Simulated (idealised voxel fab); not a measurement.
process module | voxel spacer lines
cross-section cut | 155 nm wide | cells 5 nm
A cross-section is a grid of square cells, given in bands from the top down. A band is one or more rows of cells.
Each band's line starts with the height of the band's top and of its bottom, in nm. Then come its materials from left to right, each with its width in nm. One material with "throughout" fills the band from edge to edge. "air" is empty space.
Height 0 is the level under which the wafer as received is all one material. The lowest band goes on downwards, as in "0 down".
A width such as "30 to 40" changes by the same amount from each row of cells to the next, from the band's top row to its bottom row.
"no change" after a step means that no cell of the cross-section changed.
closed voids: empty space of 8 cells or more with no open way to the top, each as width x height at its distance from the left edge, in nm
after a step's settings: what the simulator itself notes on the step
overlay nm, on a step with a mask: how far to the right of its planned place the mask lay; to the left if negative
plan
1 op RECEIVE | material Si
2 op CONFORMAL_DEP | material SiO2 | thk nm 10
3 op DIRECTIONAL_DEP | material polySi | thk nm 10
4 op DIRECTIONAL_DEP | material aC | thk nm 30
5 op PATTERN | tone cover | mask id MANDREL | material resist | width nm 15 | pitch nm 60 | thk nm 35 | overlay nm 0
6 op DIRECTIONAL_ETCH | etch materials aC | depth nm 30
7 op STRIP | etch materials resist
8 op CONFORMAL_DEP | material SiN | thk nm 10
9 op DIRECTIONAL_ETCH | etch materials SiN | depth nm 10
10 op STRIP | etch materials aC
11 op DIRECTIONAL_ETCH | etch materials polySi | depth nm 10
12 op STRIP | etch materials SiN
varied across the wafers: width nm of step 5. The plan shows the first wafer's value. All wafers start alike
first wafer as received, after step 1
  0 down: Si throughout
  closed voids: none
first wafer at the end, after step 12
  20 to 10: air 30 | polySi 10 | air 15 | polySi 10 | air 25 | polySi 10 | air 15 | polySi 10 | air 30
  10 to 0: SiO2 throughout
  0 down: Si throughout
  closed voids: none
last wafer at the end
  20 to 10: air 20 | polySi 10 | air 35 | polySi 10 | air 5 | polySi 10 | air 35 | polySi 10 | air 20
  10 to 0: SiO2 throughout
  0 down: Si throughout
  closed voids: none
each wafer at the end: cells of each material gained (+) or lost (-) since it was received, then its closed voids
width nm 15 | +62 SiO2 | +16 polySi | closed voids: none
width nm 20 | +62 SiO2 | +16 polySi | closed voids: none
width nm 25 | +62 SiO2 | +16 polySi | closed voids: none
width nm 30 | +62 SiO2 | +16 polySi | closed voids: none
width nm 35 | +62 SiO2 | +16 polySi | closed voids: none
